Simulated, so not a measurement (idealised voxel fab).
This section sets out a process module, namely voxel capacitor over wiring.
The figure presents cross-section cut, which has a width of 165 nm and is divided into square cells with an edge length of 5 nm.
Reading order for cross-sections: top band down to bottom band. Underlying form: a grid of square cells. Band size: one or more rows of cells. In this notation a band is specified by the heights of its top and bottom, in that order and in nm, after which its materials appear from left to right, each paired with its width in nm. The word "throughout" attached to a single material means that material fills the band from edge to edge; the word "empty" stands for empty space. A quick word on heights: they are counted from 0, and under that level the wafer as it came to us is one material throughout. The lowest band is different from the rest in having no bottom; it simply continues downward, written as in "top 0, no bottom". Top row gets the first number, bottom row gets the second, and each row in between changes by the same step: that is how a band width like "30->40" works. "changes: none" means the step left every cell of the cross-section as it was. Basically, "closed voids" tells you about the enclosed voids: empty spaces with no open way to the top, 8 cells or bigger, each written width x height at distance, where distance is from the left edge, all in nm. after a step's settings: what the simulator itself notes on the step. A step line may carry the setting "overlay nm", which, for steps involving a mask, states the distance by which the mask lay to the right of its intended position; negative values denote displacement to the left.
Below is the list of planned process steps
1 RECEIVE [material Si]
2 CONFORMAL_DEP [material SiO2] [thk nm 10]
3 DIRECTIONAL_DEP [material TiN] [thk nm 5]
4 DIRECTIONAL_DEP [material W] [thk nm 15]
5 PATTERN [tone cover] [mask id METAL_1] [material resist] [width nm 30] [pitch nm 85] [thk nm 15] [overlay nm 0]
6 DIRECTIONAL_ETCH [etch materials W] [depth nm 15]
7 DIRECTIONAL_ETCH [etch materials TiN] [depth nm 5]
8 STRIP [etch materials resist]
9 FILL_DEP [material SiO2] [thk nm 5]
10 CMP [height nm 30]
11 CONFORMAL_DEP [material SiCN] [thk nm 5]
12 DIRECTIONAL_DEP [material SiO2] [thk nm 10]
13 MASKED_ETCH [tone open] [mask id PLUG_1] [width nm 15] [etch materials SiO2] [depth nm 10] [overlay nm 0]
14 MASKED_ETCH [tone open] [mask id PLUG_1] [width nm 15] [etch materials SiCN] [depth nm 5] [overlay nm 0]
15 EPI [material Ru] [thk nm 10]
16 EPI [material Ru] [thk nm 5]
17 DIRECTIONAL_DEP [material TiN] [thk nm 5]
18 DIRECTIONAL_DEP [material SiN] [thk nm 5]
19 DIRECTIONAL_DEP [material TiN] [thk nm 5]
20 MASKED_ETCH [tone cover] [mask id UPPER_PLATE] [width nm 60] [etch materials TiN] [depth nm 5] [overlay nm 0]
21 MASKED_ETCH [tone cover] [mask id UPPER_PLATE] [width nm 60] [etch materials SiN] [depth nm 5] [overlay nm 0]
22 MASKED_ETCH [tone cover] [mask id LOWER_PLATE] [width nm 70] [etch materials TiN] [depth nm 5] [overlay nm 0]
23 FILL_DEP [material SiO2] [thk nm 20]
24 CMP [height nm 75]
25 PATTERN [tone open] [mask id PLUG_2] [material resist] [width nm 15] [thk nm 20] [overlay nm 0]
26 DIRECTIONAL_ETCH [etch materials SiO2] [depth nm 15]
27 STRIP [etch materials resist]
28 CONFORMAL_DEP [material TiN] [thk nm 5]
29 FILL_DEP [material W] [thk nm 5]
30 CMP [height nm 75]
31 CONFORMAL_DEP [material SiN] [thk nm 5]
Incoming wafer, cross-sectional view, post step 1
- top 0, no bottom | Si throughout
- closed voids: none
Module complete - cross-section of the first of two wafers, run according to plan
- top 80, bottom 75 | SiN throughout
- top 75, bottom 65 | SiO2 50 nm, then TiN 5 nm, then W 5 nm, then TiN 5 nm, then SiO2 100 nm
- top 65, bottom 55 | SiO2 50->40 nm, then TiN 15->60 nm, then SiO2 100->65 nm
- top 55, bottom 50 | SiO2 40 nm, then SiN 60 nm, then SiO2 65 nm
- top 50, bottom 45 | SiO2 35 nm, then TiN 70 nm, then SiO2 60 nm
- top 45, bottom 35 | SiO2 40 nm, then Ru 15 nm, then SiO2 110 nm
- top 35, bottom 30 | SiCN 40 nm, then Ru 15 nm, then SiCN 110 nm
- top 30, bottom 15 | SiO2 25 nm, then W 30 nm, then SiO2 55 nm, then W 30 nm, then SiO2 25 nm
- top 15, bottom 10 | SiO2 25 nm, then TiN 30 nm, then SiO2 55 nm, then TiN 30 nm, then SiO2 25 nm
- top 10, bottom 0 | SiO2 throughout
- top 0, no bottom | Si throughout
- closed voids: none
Second of two wafers, module complete, sectioned: it shares the first wafer's start and plan but was run with one mistake
- top 80, bottom 75 | SiN throughout
- top 75, bottom 65 | SiO2 50 nm, then TiN 5 nm, then W 5 nm, then TiN 5 nm, then SiO2 100 nm
- top 65, bottom 55 | SiO2 50->55 nm, then TiN 15->45 nm, then SiO2 100->65 nm
- top 55, bottom 50 | SiO2 40 nm, then TiN 15 nm, then SiN 45 nm, then SiO2 65 nm
- top 50, bottom 45 | SiO2 35 nm, then TiN 5 nm, then SiN 15 nm, then TiN 50 nm, then SiO2 60 nm
- top 45, bottom 40 | SiCN 40 nm, then TiN 15 nm, then SiCN 110 nm
- top 40, bottom 30 | SiO2 throughout
- top 30, bottom 15 | SiO2 25 nm, then W 30 nm, then SiO2 55 nm, then W 30 nm, then SiO2 25 nm
- top 15, bottom 10 | SiO2 25 nm, then TiN 30 nm, then SiO2 55 nm, then TiN 30 nm, then SiO2 25 nm
- top 10, bottom 0 | SiO2 throughout
- top 0, no bottom | Si throughout
- closed voids: none
Processing error: steps 11 and 12 swapped
End check, counted in cells, second wafer has more or fewer of these materials than the first: 9 fewer of Ru | 9 more of SiO2
